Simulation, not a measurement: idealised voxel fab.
process module | voxel ribs on slabs
cross-section cut | 230 nm wide | cells 5 nm
A cross-section is a grid of square cells, given in bands from the top down. A band is one or more rows of cells.
Each band's line starts with the height of the band's top and of its bottom, in nm. Then come its materials from left to right, each with its width in nm. One material with "throughout" fills the band from edge to edge. "air" is empty space.
Height 0 is the level under which the wafer as received is all one material. The lowest band goes on downwards, as in "0 down".
A width such as "30 to 40" changes by the same amount from each row of cells to the next, from the band's top row to its bottom row.
"no change" after a step means that no cell of the cross-section changed.
closed voids: empty space of 8 cells or more with no open way to the top, each as width x height at its distance from the left edge, in nm
after a step's settings: what the simulator itself notes on the step
overlay nm, on a step with a mask: how far to the right of its planned place the mask lay; to the left if negative
plan
1 op RECEIVE | material Si
2 op DIRECTIONAL_DEP | material SiO2 | thk nm 25
3 op DIRECTIONAL_DEP | material polySi | thk nm 20
4 op PATTERN | tone cover | mask id RIB | material resist | width nm 15 | thk nm 15 | overlay nm 0
5 op DIRECTIONAL_ETCH | etch materials polySi | depth nm 15
6 op STRIP | etch materials resist
7 op DIRECTIONAL_DEP | material aC | thk nm 15
8 op PATTERN | tone cover | mask id SLAB | material resist | width nm 65 | thk nm 35 | overlay nm -15
9 op DIRECTIONAL_ETCH | etch materials aC | depth nm 15
10 op STRIP | etch materials resist
11 op DIRECTIONAL_ETCH | etch materials polySi | depth nm 5
12 op STRIP | etch materials aC
13 op FILL_DEP | material SiO2 | thk nm 20
14 op CMP | height nm 60
15 op DIRECTIONAL_DEP | material TiN | thk nm 10
16 op DIRECTIONAL_DEP | material aC | thk nm 15
17 op PATTERN | tone cover | mask id HEATER | material resist | width nm 25 | thk nm 30 | overlay nm 0
18 op DIRECTIONAL_ETCH | etch materials aC | depth nm 15
19 op STRIP | etch materials resist
20 op DIRECTIONAL_ETCH | etch materials TiN | depth nm 10
21 op STRIP | etch materials aC
22 op CONFORMAL_DEP | material SiO2 | thk nm 10
varied across the wafers: overlay nm of step 8. The plan shows the first wafer's value. All wafers start alike
first wafer as received, after step 1
  0 down: Si throughout
  closed voids: none
first wafer at the end, after step 22
  80 to 70: air 90 | SiO2 45 | air 95
  70 to 60: SiO2 100 | TiN 25 | SiO2 105
  60 to 45: SiO2 throughout
  45 to 30: SiO2 105 | polySi 15 | SiO2 110
  30 to 25: SiO2 65 | polySi 65 | SiO2 100
  25 to 0: SiO2 throughout
  0 down: Si throughout
  closed voids: none
last wafer at the end
  80 to 70: air 90 | SiO2 45 | air 95
  70 to 60: SiO2 100 | TiN 25 | SiO2 105
  60 to 45: SiO2 throughout
  45 to 30: SiO2 105 | polySi 15 | SiO2 110
  30 to 25: SiO2 95 | polySi 65 | SiO2 70
  25 to 0: SiO2 throughout
  0 down: Si throughout
  closed voids: none
each wafer at the end: cells of each material gained (+) or lost (-) since it was received, then its closed voids
overlay nm -15 | +630 SiO2 | +10 TiN | +22 polySi | closed voids: none
overlay nm -10 | +630 SiO2 | +10 TiN | +22 polySi | closed voids: none
overlay nm -5 | +630 SiO2 | +10 TiN | +22 polySi | closed voids: none
overlay nm 0 | +630 SiO2 | +10 TiN | +22 polySi | closed voids: none
overlay nm 5 | +630 SiO2 | +10 TiN | +22 polySi | closed voids: none
overlay nm 10 | +630 SiO2 | +10 TiN | +22 polySi | closed voids: none
overlay nm 15 | +630 SiO2 | +10 TiN | +22 polySi | closed voids: none
